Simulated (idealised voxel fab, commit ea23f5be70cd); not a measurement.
Process module, titled voxel gate over fins
Square cell edge 5 nm, section width 300 nm, ID cut.
Cross-sections here: square-cell grids, written as top-down lists of bands, a band being one or more rows of cells. Band: top and bottom heights (nm) first, top before bottom; then materials from left to right, widths in nm. "throughout" marks a sole material filling the band edge to edge. "air" denotes empty space. A quick word on heights: they are counted from 0, and under that level the wafer as it came to us is one material throughout. The lowest band is different from the rest in having no bottom; it simply continues downward, written as in "0 and below". Read "30 to 40" as a graded width: first number on top, second number at the bottom, same change between each pair of neighbouring rows. Any step labelled "all unchanged" changed none of the cells in the cross-section. So "Voids, sealed" is basically the list of trapped voids: any empty space of 8 cells or more that can't reach the top through an opening. They're written width x height at distance, the distance being from the left edge, and it's all nm. If you see something after the settings on a step's line, that's the simulator's own remark about that step. On any step carrying a mask, the "overlay nm" setting, if present on the step's line, tells how far right of its planned place the mask lay; negative values point to the left.
**Process steps foreseen in the plan**
- 1: RECEIVE, material Si
- 2: CONFORMAL_DEP, material SiN, thk nm 5
- 3: MASKED_ETCH, tone cover, mask id FINS, width nm 15, pitch nm 40, etch materials SiN, depth nm 5, overlay nm 0
- 4: MASKED_ETCH, tone cover, mask id FINS, width nm 15, pitch nm 40, etch materials Si, depth nm 40, overlay nm 0
- 5: OXIDIZE, depth nm 5
- 6: FILL_DEP, material SiO2, thk nm 15
- 7: CMP, height nm 5
- 8: SELECTIVE_ETCH, etch materials SiO2, depth nm 20
- 9: STRIP, etch materials SiN
- 10: CONFORMAL_DEP, material HfO2, thk nm 5
- 11: CONFORMAL_DEP, material TiN, thk nm 5
- 12: FILL_DEP, material W, thk nm 15
- 13: CMP, height nm 20
- 14: CONFORMAL_DEP, material SiN, thk nm 5
**As received (post step 1): cross-section**
> 0 and below  Si throughout
> Voids, sealed: none
**End state of the module in cross-section, given the above starting point and plan and one mistake in execution**
> 25 down to 20  SiN throughout
> 20 down to 10  W throughout
> 10 down to 5  W: 95; TiN: 30; W: 10; TiN: 30; W: 10; TiN: 30; W: 95
> 5 down to 0  W: 95; TiN: 5; HfO2: 20; TiN: 5; W: 10; TiN: 5; HfO2: 20; TiN: 5; W: 10; TiN: 5; HfO2: 20; TiN: 5; W: 95
> 0 down to -5  W: 95; TiN: 5; HfO2: 5; Si: 10; HfO2: 5; TiN: 5; W: 10; TiN: 5; HfO2: 5; Si: 10; HfO2: 5; TiN: 5; W: 10; TiN: 5; HfO2: 5; Si: 10; HfO2: 5; TiN: 5; W: 95
> -5 down to -10  TiN: 100; HfO2: 5; Si: 10; HfO2: 5; TiN: 20; HfO2: 5; Si: 10; HfO2: 5; TiN: 20; HfO2: 5; Si: 10; HfO2: 5; TiN: 100
> -10 down to -15  HfO2: 105; Si: 10; HfO2: 30; Si: 10; HfO2: 30; Si: 10; HfO2: 105
> -15 down to -45  SiO2: 105; Si: 10; SiO2: 30; Si: 10; SiO2: 30; Si: 10; SiO2: 105
> -45 and below  Si throughout
> Voids, sealed: none
Run error: not per plan at step 3, really ran MASKED_ETCH, tone cover, mask id FINS, width nm 20, pitch nm 40, etch materials SiN, depth nm 5, overlay nm 0
